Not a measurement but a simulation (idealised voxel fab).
Name of the process module below: voxel gate over fins
This is section cut - it's 175 nm across, gridded in 5 nm square cells.
Think of the cross-section as a grid of square cells. We describe it in bands, top to bottom, and each band covers one or more rows of those cells.
Band entry format. Leading values: height of top, height of bottom, nm. Remainder: materials in left-to-right order, each with its width in nm. Special words: "edge to edge" on a single material, which then fills the band edge to edge; "air", empty space.
Heads up on the height convention: 0 is the point under which the incoming wafer is all one material, and the lowest band has no bottom, it just keeps going down, like "0 down".
Think of "30..40" as a width that walks from the first number to the second as you go down the band, top row to bottom row, taking equal-sized steps from row to row.
When a step is marked "no alteration", none of the cells in the cross-section changed during that step.
You'll see "Enclosed cavity list" listing empty spaces that have no way open to the top, as long as they're 8 cells or more; the notation is width x height at distance, where the distance is from the left edge, and all of it is in nm.
Anything after a step's settings on that line? It's the simulator's own note about the step.
"overlay nm" answers the question of how far to the right of plan the mask lay on a step that has a mask, and when it is negative the answer is to the left.

So here's the lineup of process steps we planned
| 1 | RECEIVE [material Si] |
| 2 | CONFORMAL_DEP [material SiN] [thk nm 10] |
| 3 | PATTERN [tone cover] [mask id FINS] [material resist] [width nm 15] [pitch nm 35] [thk nm 20] [overlay nm 0] |
| 4 | DIRECTIONAL_ETCH [etch materials SiN] [depth nm 10] |
| 5 | DIRECTIONAL_ETCH [etch materials Si] [depth nm 30] |
| 6 | STRIP [etch materials resist] |
| 7 | OXIDIZE [depth nm 5] |
| 8 | FILL_DEP [material SiO2] [thk nm 15] |
| 9 | CMP [height nm 10] |
| 10 | SELECTIVE_ETCH [etch materials SiO2] [depth nm 25] |
| 11 | STRIP [etch materials SiN] |
| 12 | CONFORMAL_DEP [material HfO2] [thk nm 5] |
| 13 | CONFORMAL_DEP [material TiN] [thk nm 5] |
| 14 | CONFORMAL_DEP [material TiAl] [thk nm 5] |
| 15 | CONFORMAL_DEP [material TiN] [thk nm 5] |
| 16 | FILL_DEP [material W] [thk nm 15] |
| 17 | CMP [height nm 30] |
| 18 | CONFORMAL_DEP [material SiCN] [thk nm 10] |

As received, after step 1
0 down: Si edge to edge
Enclosed cavity list: none

End-of-module cross-section of the first of two wafers, processed as planned
40 to 30: SiCN edge to edge
30 to 20: W edge to edge
20 to 15: W 30 | TiN 115 | W 30
15 to 10: W 30 | TiN 5 | TiAl 105 | TiN 5 | W 30
10 to 5: W 30 | TiN 5 | TiAl 5 | TiN 25 | TiAl 10 | TiN 25 | TiAl 10 | TiN 25 | TiAl 5 | TiN 5 | W 30
5 to 0: TiN 35 | TiAl 5 | TiN 5 | HfO2 15 | TiN 5 | TiAl 10 | TiN 5 | HfO2 15 | TiN 5 | TiAl 10 | TiN 5 | HfO2 15 | TiN 5 | TiAl 5 | TiN 35
0 to -5: TiAl 40 | TiN 5 | HfO2 5 | Si 5 | HfO2 5 | TiN 5 | TiAl 10 | TiN 5 | HfO2 5 | Si 5 | HfO2 5 | TiN 5 | TiAl 10 | TiN 5 | HfO2 5 | Si 5 | HfO2 5 | TiN 5 | TiAl 40
-5 to -10: TiN 45 | HfO2 5 | Si 5 | HfO2 5 | TiN 20 | HfO2 5 | Si 5 | HfO2 5 | TiN 20 | HfO2 5 | Si 5 | HfO2 5 | TiN 45
-10 to -15: HfO2 50 | Si 5 | HfO2 30 | Si 5 | HfO2 30 | Si 5 | HfO2 50
-15 to -35: SiO2 50 | Si 5 | SiO2 30 | Si 5 | SiO2 30 | Si 5 | SiO2 50
-35 down: Si edge to edge
Enclosed cavity list: none

Wafer two, sectioned after the module: the first wafer's start, the first wafer's plan, and one mistake in how it was run
40 to 20: W edge to edge
20 to 15: W 30 | TiN 115 | W 30
15 to 10: W 30 | TiN 5 | TiAl 105 | TiN 5 | W 30
10 to 5: W 30 | TiN 5 | TiAl 5 | TiN 25 | TiAl 10 | TiN 25 | TiAl 10 | TiN 25 | TiAl 5 | TiN 5 | W 30
5 to 0: TiN 35 | TiAl 5 | TiN 5 | HfO2 15 | TiN 5 | TiAl 10 | TiN 5 | HfO2 15 | TiN 5 | TiAl 10 | TiN 5 | HfO2 15 | TiN 5 | TiAl 5 | TiN 35
0 to -5: TiAl 40 | TiN 5 | HfO2 5 | Si 5 | HfO2 5 | TiN 5 | TiAl 10 | TiN 5 | HfO2 5 | Si 5 | HfO2 5 | TiN 5 | TiAl 10 | TiN 5 | HfO2 5 | Si 5 | HfO2 5 | TiN 5 | TiAl 40
-5 to -10: TiN 45 | HfO2 5 | Si 5 | HfO2 5 | TiN 20 | HfO2 5 | Si 5 | HfO2 5 | TiN 20 | HfO2 5 | Si 5 | HfO2 5 | TiN 45
-10 to -15: HfO2 50 | Si 5 | HfO2 30 | Si 5 | HfO2 30 | Si 5 | HfO2 50
-15 to -35: SiO2 50 | Si 5 | SiO2 30 | Si 5 | SiO2 30 | Si 5 | SiO2 50
-35 down: Si edge to edge
Enclosed cavity list: none
Run error: step 18 changed vs plan, executed as CONFORMAL_DEP [material W] [thk nm 10]
At the finish, the second wafer shows more or fewer cells for some materials than the first does: SiCN: 70 fewer; W: 70 more
